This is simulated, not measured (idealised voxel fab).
process module | voxel self aligned vias
cross-section cut | 285 nm wide | cells 5 nm
A cross-section is a grid of square cells, given in bands from the top down. A band is one or more rows of cells.
Each band's line starts with the height of the band's top and of its bottom, in nm. Then come its materials from left to right, each with its width in nm. One material with "throughout" fills the band from edge to edge. "air" is empty space.
Height 0 is the level under which the wafer as received is all one material. The lowest band goes on downwards, as in "0 down".
A width such as "30 to 40" changes by the same amount from each row of cells to the next, from the band's top row to its bottom row.
"no change" after a step means that no cell of the cross-section changed.
closed voids: empty space of 8 cells or more with no open way to the top, each as width x height at its distance from the left edge, in nm
after a step's settings: what the simulator itself notes on the step
overlay nm, on a step with a mask: how far to the right of its planned place the mask lay; to the left if negative
plan
1 op RECEIVE | material Si
2 op CONFORMAL_DEP | material SiO2 | thk nm 15
3 op CONFORMAL_DEP | material SiCN | thk nm 5
4 op DIRECTIONAL_DEP | material SiO2 | thk nm 20
5 op DIRECTIONAL_DEP | material aC | thk nm 15
6 op PATTERN | tone open | mask id LINES | material resist | width nm 20 | pitch nm 55 | thk nm 30 | overlay nm 0
7 op DIRECTIONAL_ETCH | etch materials aC | depth nm 15
8 op STRIP | etch materials resist
9 op DIRECTIONAL_ETCH | etch materials SiO2 | depth nm 20
10 op STRIP | etch materials aC
11 op CONFORMAL_DEP | material TiN | thk nm 5
12 op FILL_DEP | material Ru | thk nm 5
13 op CMP | height nm 40
14 op SELECTIVE_ETCH | etch materials W Ru TiN | depth nm 10
15 op FILL_DEP | material SiN | thk nm 10
16 op CMP | height nm 40
17 op DIRECTIONAL_DEP | material SiO2 | thk nm 20
18 op PATTERN | tone open | mask id VIAS | material resist | width nm 30 | thk nm 15 | overlay nm 0
19 op DIRECTIONAL_ETCH | etch materials SiO2 | depth nm 20
20 op DIRECTIONAL_ETCH | etch materials SiN | depth nm 10
21 op STRIP | etch materials resist
22 op CONFORMAL_DEP | material TiN | thk nm 5
23 op FILL_DEP | material Cu | thk nm 5
24 op CMP | height nm 60
25 op CONFORMAL_DEP | material SiCN | thk nm 5
as received, after step 1
  0 down: Si throughout
  closed voids: none
a wafer at the end: this start, this plan, one mistake
  65 to 60: SiCN throughout
  60 to 45: SiO2 105 | TiN 5 | Cu 20 | TiN 5 | SiO2 150
  45 to 40: SiO2 105 | TiN 5 | Cu 10 | TiN 15 | SiO2 150
  40 to 35: SiO2 105 | TiN 5 | Cu 10 | TiN 5 | SiO2 35 | SiN 20 | SiO2 105
  35 to 30: SiO2 105 | TiN 20 | SiO2 35 | SiN 20 | SiO2 105
  30 to 25: SiO2 105 | TiN 5 | Ru 10 | TiN 5 | SiO2 35 | TiN 5 | Ru 10 | TiN 5 | SiO2 105
  25 to 20: SiO2 105 | TiN 20 | SiO2 35 | TiN 20 | SiO2 105
  20 to 15: SiCN throughout
  15 to 0: SiO2 throughout
  0 down: Si throughout
  closed voids: none
what went wrong: step 18 ran as: op PATTERN | tone open | mask id VIAS | material resist | width nm 30 | thk nm 15 | overlay nm 5
